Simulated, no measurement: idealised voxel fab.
Name of the process module below: voxel released beams
Cross-sectional view cut (width: 250 nm; square cell size: 5 nm).
Format of a cross-section: grid, square cells. Given as bands. Order: top down. Band: one or more rows of cells. Top height, bottom height, nm. Materials left to right, width each, nm. Single material + "everywhere" = fills band edge to edge. "air" = empty. A quick word on heights: they are counted from 0, and under that level the wafer as it came to us is one material throughout. The lowest band is different from the rest in having no bottom; it simply continues downward, written as in "0 nm and below". It should be noted that a width expressed as "30 to 40" varies in equal increments from row to row of cells within the band, taking the value of the first number at the top row and that of the second number at the bottom row. Reading "nothing different" for a step: not a cell of the cross-section changed in it. The list in "Catalogued sealed voids" covers empty spaces of 8 cells or more that cannot reach the top through any open way, and it gives each as width x height at distance; the distance is from the left edge, and width, height and distance are in nm. Note: text after step settings on the step line = simulator remark on that step. "overlay nm", when on a step's line for a step with a mask, measures how far to the right of its planned place the mask lay; a negative measure means to the left.
Intended process steps
- 1: RECEIVE with material Si
- 2: CONFORMAL_DEP with material Al2O3, thk nm 10
- 3: DIRECTIONAL_DEP with material SiO2, thk nm 20
- 4: DIRECTIONAL_DEP with material aC, thk nm 15
- 5: PATTERN with tone open, mask id ANCHOR, material resist, width nm 25, thk nm 30, overlay nm 0
- 6: DIRECTIONAL_ETCH with etch materials aC, depth nm 15
- 7: STRIP with etch materials resist
- 8: DIRECTIONAL_ETCH with etch materials SiO2, depth nm 20
- 9: STRIP with etch materials aC
- 10: CONFORMAL_DEP with material SiN, thk nm 10
- 11: PATTERN with tone cover, mask id BEAM, material resist, width nm 70, thk nm 15, overlay nm 0
- 12: DIRECTIONAL_ETCH with etch materials SiN, depth nm 10
- 13: STRIP with etch materials resist
- 14: STRIP with etch materials SiO2
First wafer out of two, processed as planned
Cross-section of the wafer at receipt, which is the condition after step 1
0 nm and below  Si everywhere
Catalogued sealed voids: none
Step 2 done - wafer cross-section
10 nm to 0 nm  Al2O3 everywhere
Beneath the level 0, the cross-section is identical to its previous state.
Step 3 done - wafer cross-section
30 nm to 10 nm  SiO2 everywhere
Beneath the level 10, the cross-section is identical to its previous state.
Step 4 done - wafer cross-section
45 nm to 30 nm  aC everywhere
Beneath the level 30, the cross-section is identical to its previous state.
Step 5 done - wafer cross-section
75 nm to 45 nm  90 of resist, then 25 of air, then 135 of resist
Beneath the level 45, the cross-section is identical to its previous state.
Step 6 done - wafer cross-section
60 nm to 45 nm  90 of resist, then 25 of air, then 135 of resist
45 nm to 30 nm  90 of aC, then 25 of air, then 135 of aC
Beneath the level 30, the cross-section is identical to its previous state.
Step 7 done - wafer cross-section
45 nm to 30 nm  90 of aC, then 25 of air, then 135 of aC
Beneath the level 30, the cross-section is identical to its previous state.
Step 8 done - wafer cross-section
45 nm to 30 nm  90 of aC, then 25 of air, then 135 of aC
30 nm to 10 nm  90 of SiO2, then 25 of air, then 135 of SiO2
Beneath the level 10, the cross-section is identical to its previous state.
Step 9 done - wafer cross-section
30 nm to 10 nm  90 of SiO2, then 25 of air, then 135 of SiO2
Beneath the level 10, the cross-section is identical to its previous state.
Step 10 done - wafer cross-section
40 nm to 30 nm  100 of SiN, then 5 of air, then 145 of SiN
30 nm to 20 nm  90 of SiO2, then 10 of SiN, then 5 of air, then 10 of SiN, then 135 of SiO2
20 nm to 10 nm  90 of SiO2, then 25 of SiN, then 135 of SiO2
Beneath the level 10, the cross-section is identical to its previous state.
Step 11 done - wafer cross-section
55 nm to 40 nm  85 of air, then 70 of resist, then 95 of air
40 nm to 30 nm  100 of SiN, then 5 of resist, then 145 of SiN
30 nm to 20 nm  90 of SiO2, then 10 of SiN, then 5 of resist, then 10 of SiN, then 135 of SiO2
Beneath the level 20, the cross-section is identical to its previous state.
Step 12 done - wafer cross-section
55 nm to 40 nm  85 of air, then 70 of resist, then 95 of air
40 nm to 30 nm  85 of air, then 15 of SiN, then 5 of resist, then 50 of SiN, then 95 of air
Beneath the level 30, the cross-section is identical to its previous state.
Step 13 done - wafer cross-section
40 nm to 30 nm  85 of air, then 15 of SiN, then 5 of air, then 50 of SiN, then 95 of air
30 nm to 20 nm  90 of SiO2, then 10 of SiN, then 5 of air, then 10 of SiN, then 135 of SiO2
Beneath the level 20, the cross-section is identical to its previous state.
Step 14 done - wafer cross-section
40 nm to 30 nm  85 of air, then 15 of SiN, then 5 of air, then 50 of SiN, then 95 of air
30 nm to 20 nm  90 of air, then 10 of SiN, then 5 of air, then 10 of SiN, then 135 of air
20 nm to 10 nm  90 of air, then 25 of SiN, then 135 of air
Beneath the level 10, the cross-section is identical to its previous state.
For the second wafer, take the first wafer's start and plan, then add one mistake made in running it; everything through step 4, that step included, is shared with the first
Second wafer shown in cross-section at the time step 5 was slated to end
75 nm to 45 nm  90 of air, then 25 of resist, then 135 of air
Beneath the level 45, the cross-section is identical to its previous state.
Second wafer shown in cross-section at the time step 6 was slated to end
60 nm to 45 nm  90 of air, then 25 of resist, then 135 of air
45 nm to 30 nm  90 of air, then 25 of aC, then 135 of air
Beneath the level 30, the cross-section is identical to its previous state.
Second wafer shown in cross-section at the time step 7 was slated to end
45 nm to 30 nm  90 of air, then 25 of aC, then 135 of air
Beneath the level 30, the cross-section is identical to its previous state.
Second wafer shown in cross-section at the time step 8 was slated to end
45 nm to 30 nm  90 of air, then 25 of aC, then 135 of air
30 nm to 10 nm  90 of air, then 25 of SiO2, then 135 of air
Beneath the level 10, the cross-section is identical to its previous state.
Second wafer shown in cross-section at the time step 9 was slated to end
30 nm to 10 nm  90 of air, then 25 of SiO2, then 135 of air
Beneath the level 10, the cross-section is identical to its previous state.
Second wafer shown in cross-section at the time step 10 was slated to end
40 nm to 30 nm  80 of air, then 45 of SiN, then 125 of air
30 nm to 20 nm  80 of air, then 10 of SiN, then 25 of SiO2, then 10 of SiN, then 125 of air
20 nm to 10 nm  90 of SiN, then 25 of SiO2, then 135 of SiN
Beneath the level 10, the cross-section is identical to its previous state.
Second wafer shown in cross-section at the time step 11 was slated to end
55 nm to 40 nm  85 of air, then 70 of resist, then 95 of air
40 nm to 30 nm  80 of air, then 45 of SiN, then 30 of resist, then 95 of air
30 nm to 20 nm  80 of air, then 10 of SiN, then 25 of SiO2, then 10 of SiN, then 30 of resist, then 95 of air
Beneath the level 20, the cross-section is identical to its previous state.
Second wafer shown in cross-section at the time step 12 was slated to end
55 nm to 40 nm  85 of air, then 70 of resist, then 95 of air
40 nm to 30 nm  85 of air, then 40 of SiN, then 30 of resist, then 95 of air
30 nm to 20 nm  80 of air, then 10 of SiN, then 25 of SiO2, then 10 of SiN, then 30 of resist, then 95 of air
20 nm to 10 nm  80 of air, then 10 of SiN, then 25 of SiO2, then 40 of SiN, then 95 of air
Beneath the level 10, the cross-section is identical to its previous state.
Second wafer shown in cross-section at the time step 13 was slated to end
40 nm to 30 nm  85 of air, then 40 of SiN, then 125 of air
30 nm to 20 nm  80 of air, then 10 of SiN, then 25 of SiO2, then 10 of SiN, then 125 of air
Beneath the level 20, the cross-section is identical to its previous state.
Second wafer shown in cross-section at the time step 14 was slated to end: nothing different
Plan not followed: step 5 changed vs plan, executed as PATTERN with tone cover, mask id ANCHOR, material resist, width nm 25, thk nm 30, overlay nm 0
End of process, cell counts, second wafer against first, materials with more or fewer: SiO2 +20
